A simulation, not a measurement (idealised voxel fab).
The name of this process module is voxel self aligned contacts.
Square cell edge 5 nm, section width 265 nm, ID cut.
Heads up, the way a cross-section reads in here is a grid of square cells, handed over as bands from the top down, with every band being one or more rows of cells.
A band entry consists of two parts. The first gives the height of the band's top and the height of its bottom, in nm. The rest lists the band's materials from left to right, each with its width in nm. A single material labelled with the word "throughout" fills the band from edge to edge, and the word "empty" marks empty space.
Beneath 0, the wafer as received is one material, and that level is where height counting begins. The lowest band goes on downward without a bottom; it is written like "0 and below".
When a width is written as two numbers, as in "30 to 40", the first number is the width in the top row of cells of the band and the second is the width in its bottom row, and the width changes by the same amount from each row to the next.
What does "changes: none" mean for a step? It means no cell of the cross-section changed in that step.
The entry "Internal closed voids" lists the empty spaces that cover at least 8 cells and have no open path to the top. Each is written as width x height at distance, where the distance is measured from the left edge and all three values are in nm.
Post-settings text on a step line: simulator's own remark regarding the step.
"overlay nm" answers the question of how far to the right of plan the mask lay on a step that has a mask, and when it is negative the answer is to the left.

Process steps (planned)
| 1 | RECEIVE | material Si |
| 2 | OXIDIZE | depth nm 5 |
| 3 | DIRECTIONAL_DEP | material polySi | thk nm 30 |
| 4 | DIRECTIONAL_DEP | material SiN | thk nm 20 |
| 5 | DIRECTIONAL_DEP | material aC | thk nm 15 |
| 6 | PATTERN | tone cover | mask id GATE | material resist | width nm 35 | pitch nm 70 | thk nm 30 | overlay nm 0 |
| 7 | DIRECTIONAL_ETCH | etch materials aC | depth nm 15 |
| 8 | STRIP | etch materials resist |
| 9 | DIRECTIONAL_ETCH | etch materials SiN | depth nm 20 |
| 10 | DIRECTIONAL_ETCH | etch materials polySi | depth nm 30 |
| 11 | STRIP | etch materials aC |
| 12 | CONFORMAL_DEP | material SiN | thk nm 5 |
| 13 | DIRECTIONAL_ETCH | etch materials SiN | depth nm 5 |
| 14 | FILL_DEP | material SiO2 | thk nm 10 |
| 15 | CMP | height nm 55 |
| 16 | PATTERN | tone open | mask id CONTACT | material resist | width nm 55 | thk nm 15 | overlay nm 0 |
| 17 | DIRECTIONAL_ETCH | etch materials SiO2 | depth nm 60 |
| 18 | STRIP | etch materials resist |
| 19 | CONFORMAL_DEP | material TiN | thk nm 5 |
| 20 | FILL_DEP | material Ru | thk nm 10 |
| 21 | CMP | height nm 55 |
| 22 | CONFORMAL_DEP | material SiN | thk nm 5 |

What follows covers the first of two wafers; it ran as planned

As received (post step 1): cross-section
- 0 and below = Si throughout
- Internal closed voids: none

Cross-sectional representation of the wafer at the conclusion of step 2
- 0 down to -5 = SiO2 throughout
- Anything lower than -5 is untouched.

Cross-sectional representation of the wafer at the conclusion of step 3
- 30 down to 0 = polySi throughout
- Anything lower than 0 is untouched.

Cross-sectional representation of the wafer at the conclusion of step 4
- 50 down to 30 = SiN throughout
- Anything lower than 30 is untouched.

Cross-sectional representation of the wafer at the conclusion of step 5
- 65 down to 50 = aC throughout
- Anything lower than 50 is untouched.

Cross-sectional representation of the wafer at the conclusion of step 6
- 95 down to 65 = 80 empty, then 35 resist, then 35 empty, then 35 resist, then 80 empty
- Anything lower than 65 is untouched.

Cross-sectional representation of the wafer at the conclusion of step 7
- 80 down to 65 = 80 empty, then 35 resist, then 35 empty, then 35 resist, then 80 empty
- 65 down to 50 = 80 empty, then 35 aC, then 35 empty, then 35 aC, then 80 empty
- Anything lower than 50 is untouched.

Cross-sectional representation of the wafer at the conclusion of step 8
- 65 down to 50 = 80 empty, then 35 aC, then 35 empty, then 35 aC, then 80 empty
- Anything lower than 50 is untouched.

Cross-sectional representation of the wafer at the conclusion of step 9
- 65 down to 50 = 80 empty, then 35 aC, then 35 empty, then 35 aC, then 80 empty
- 50 down to 30 = 80 empty, then 35 SiN, then 35 empty, then 35 SiN, then 80 empty
- Anything lower than 30 is untouched.

Cross-sectional representation of the wafer at the conclusion of step 10
- 65 down to 50 = 80 empty, then 35 aC, then 35 empty, then 35 aC, then 80 empty
- 50 down to 30 = 80 empty, then 35 SiN, then 35 empty, then 35 SiN, then 80 empty
- 30 down to 0 = 80 empty, then 35 polySi, then 35 empty, then 35 polySi, then 80 empty
- Anything lower than 0 is untouched.

Cross-sectional representation of the wafer at the conclusion of step 11
- 50 down to 30 = 80 empty, then 35 SiN, then 35 empty, then 35 SiN, then 80 empty
- Anything lower than 30 is untouched.

Cross-sectional representation of the wafer at the conclusion of step 12
- 55 down to 30 = 75 empty, then 45 SiN, then 25 empty, then 45 SiN, then 75 empty
- 30 down to 5 = 75 empty, then 5 SiN, then 35 polySi, then 5 SiN, then 25 empty, then 5 SiN, then 35 polySi, then 5 SiN, then 75 empty
- 5 down to 0 = 80 SiN, then 35 polySi, then 35 SiN, then 35 polySi, then 80 SiN
- Anything lower than 0 is untouched.

Cross-sectional representation of the wafer at the conclusion of step 13
- 50 down to 30 = 75 empty, then 45 SiN, then 25 empty, then 45 SiN, then 75 empty
- 30 down to 0 = 75 empty, then 5 SiN, then 35 polySi, then 5 SiN, then 25 empty, then 5 SiN, then 35 polySi, then 5 SiN, then 75 empty
- Anything lower than 0 is untouched.

Cross-sectional representation of the wafer at the conclusion of step 14
- 60 down to 50 = SiO2 throughout
- 50 down to 30 = 75 SiO2, then 45 SiN, then 25 SiO2, then 45 SiN, then 75 SiO2
- 30 down to 0 = 75 SiO2, then 5 SiN, then 35 polySi, then 5 SiN, then 25 SiO2, then 5 SiN, then 35 polySi, then 5 SiN, then 75 SiO2
- Anything lower than 0 is untouched.

Cross-sectional representation of the wafer at the conclusion of step 15
- 55 down to 50 = SiO2 throughout
- Anything lower than 50 is untouched.

Cross-sectional representation of the wafer at the conclusion of step 16
- 70 down to 55 = 105 resist, then 55 empty, then 105 resist
- Anything lower than 55 is untouched.

Cross-sectional representation of the wafer at the conclusion of step 17
- 70 down to 55 = 105 resist, then 55 empty, then 105 resist
- 55 down to 50 = 105 SiO2, then 55 empty, then 105 SiO2
- 50 down to 30 = 75 SiO2, then 45 SiN, then 25 empty, then 45 SiN, then 75 SiO2
- 30 down to 0 = 75 SiO2, then 5 SiN, then 35 polySi, then 5 SiN, then 25 empty, then 5 SiN, then 35 polySi, then 5 SiN, then 75 SiO2
- 0 down to -5 = 120 SiO2, then 25 empty, then 120 SiO2
- Anything lower than -5 is untouched.

Cross-sectional representation of the wafer at the conclusion of step 18
- 55 down to 50 = 105 SiO2, then 55 empty, then 105 SiO2
- Anything lower than 50 is untouched.

Cross-sectional representation of the wafer at the conclusion of step 19
- 60 down to 55 = 110 TiN, then 45 empty, then 110 TiN
- 55 down to 50 = 105 SiO2, then 20 TiN, then 15 empty, then 20 TiN, then 105 SiO2
- 50 down to 30 = 75 SiO2, then 45 SiN, then 5 TiN, then 15 empty, then 5 TiN, then 45 SiN, then 75 SiO2
- 30 down to 0 = 75 SiO2, then 5 SiN, then 35 polySi, then 5 SiN, then 5 TiN, then 15 empty, then 5 TiN, then 5 SiN, then 35 polySi, then 5 SiN, then 75 SiO2
- 0 down to -5 = 120 SiO2, then 25 TiN, then 120 SiO2
- Anything lower than -5 is untouched.

Cross-sectional representation of the wafer at the conclusion of step 20
- 70 down to 60 = Ru throughout
- 60 down to 55 = 110 TiN, then 45 Ru, then 110 TiN
- 55 down to 50 = 105 SiO2, then 20 TiN, then 15 Ru, then 20 TiN, then 105 SiO2
- 50 down to 30 = 75 SiO2, then 45 SiN, then 5 TiN, then 15 Ru, then 5 TiN, then 45 SiN, then 75 SiO2
- 30 down to 0 = 75 SiO2, then 5 SiN, then 35 polySi, then 5 SiN, then 5 TiN, then 15 Ru, then 5 TiN, then 5 SiN, then 35 polySi, then 5 SiN, then 75 SiO2
- Anything lower than 0 is untouched.

Cross-sectional representation of the wafer at the conclusion of step 21
- 55 down to 50 = 105 SiO2, then 20 TiN, then 15 Ru, then 20 TiN, then 105 SiO2
- Anything lower than 50 is untouched.

Cross-sectional representation of the wafer at the conclusion of step 22
- 60 down to 55 = SiN throughout
- Anything lower than 55 is untouched.

Second of two: same start, same plan, one run error; steps up to and including 19 match the first

Cross-section, second wafer, at the end time the plan gives for step 20
- 70 down to 60 = aC throughout
- 60 down to 55 = 110 TiN, then 45 aC, then 110 TiN
- 55 down to 50 = 105 SiO2, then 20 TiN, then 15 aC, then 20 TiN, then 105 SiO2
- 50 down to 30 = 75 SiO2, then 45 SiN, then 5 TiN, then 15 aC, then 5 TiN, then 45 SiN, then 75 SiO2
- 30 down to 0 = 75 SiO2, then 5 SiN, then 35 polySi, then 5 SiN, then 5 TiN, then 15 aC, then 5 TiN, then 5 SiN, then 35 polySi, then 5 SiN, then 75 SiO2
- Anything lower than 0 is untouched.

Cross-section, second wafer, at the end time the plan gives for step 21
- 55 down to 50 = 105 SiO2, then 20 TiN, then 15 aC, then 20 TiN, then 105 SiO2
- Anything lower than 50 is untouched.

Cross-section, second wafer, at the end time the plan gives for step 22
- 60 down to 55 = SiN throughout
- Anything lower than 55 is untouched.
Finding, execution versus plan: step 20 was processed under conditions differing from the plan, specifically as FILL_DEP | material aC | thk nm 10
Upon completion, the second wafer contains, in terms of cells, a greater or smaller amount of certain materials than the first wafer: -33 Ru | +33 aC
